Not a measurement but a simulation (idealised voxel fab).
process module | voxel air gaps
cross-section cut | 255 nm wide | cells 5 nm
A cross-section is a grid of square cells, given in bands from the top down. A band is one or more rows of cells.
Each band's line starts with the height of the band's top and of its bottom, in nm. Then come its materials from left to right, each with its width in nm. One material with "throughout" fills the band from edge to edge. "air" is empty space.
Height 0 is the level under which the wafer as received is all one material. The lowest band goes on downwards, as in "0 down".
A width such as "30 to 40" changes by the same amount from each row of cells to the next, from the band's top row to its bottom row.
"no change" after a step means that no cell of the cross-section changed.
closed voids: empty space of 8 cells or more with no open way to the top, each as width x height at its distance from the left edge, in nm
after a step's settings: what the simulator itself notes on the step
overlay nm, on a step with a mask: how far to the right of its planned place the mask lay; to the left if negative
plan
1 op RECEIVE | material Si
2 op CONFORMAL_DEP | material SiO2 | thk nm 15
3 op CONFORMAL_DEP | material SiCN | thk nm 5
4 op DIRECTIONAL_DEP | material lowk | thk nm 30
5 op MASKED_ETCH | tone open | mask id LINES | width nm 20 | pitch nm 45 | etch materials lowk | depth nm 30 | overlay nm 0
6 op CONFORMAL_DEP | material TiN | thk nm 5
7 op FILL_DEP | material W | thk nm 10
8 op CMP | height nm 50
9 op EPI | material Ru | thk nm 10
10 op SELECTIVE_ETCH | etch materials lowk | depth nm 40
11 op CONFORMAL_DEP | material SiCN | thk nm 5
as received, after step 1
  0 down: Si throughout
  closed voids: none
a wafer at the end: this start, this plan, one mistake
  65 to 60: air 45 | SiCN 140 | air 70
  60 to 50: air 45 | SiCN 5 | Ru 40 | SiCN 5 | Ru 40 | SiCN 5 | Ru 40 | SiCN 5 | air 70
  50 to 45: air 45 | SiCN 15 | TiN 5 | W 10 | TiN 5 | SiCN 25 | TiN 5 | W 10 | TiN 5 | SiCN 25 | TiN 5 | W 10 | TiN 5 | SiCN 15 | air 70
  45 to 25: air 55 | SiCN 5 | TiN 5 | W 10 | TiN 5 | SiCN 5 | air 15 | SiCN 5 | TiN 5 | W 10 | TiN 5 | SiCN 5 | air 15 | SiCN 5 | TiN 5 | W 10 | TiN 5 | SiCN 5 | air 80
  25 to 20: SiCN 60 | TiN 20 | SiCN 25 | TiN 20 | SiCN 25 | TiN 20 | SiCN 85
  20 to 15: SiCN throughout
  15 to 0: SiO2 throughout
  0 down: Si throughout
  closed voids: 15 x 20 at 85; 15 x 20 at 130
what went wrong: step 5 ran as: op MASKED_ETCH | tone open | mask id LINES | width nm 20 | pitch nm 45 | etch materials lowk | depth nm 30 | overlay nm -10
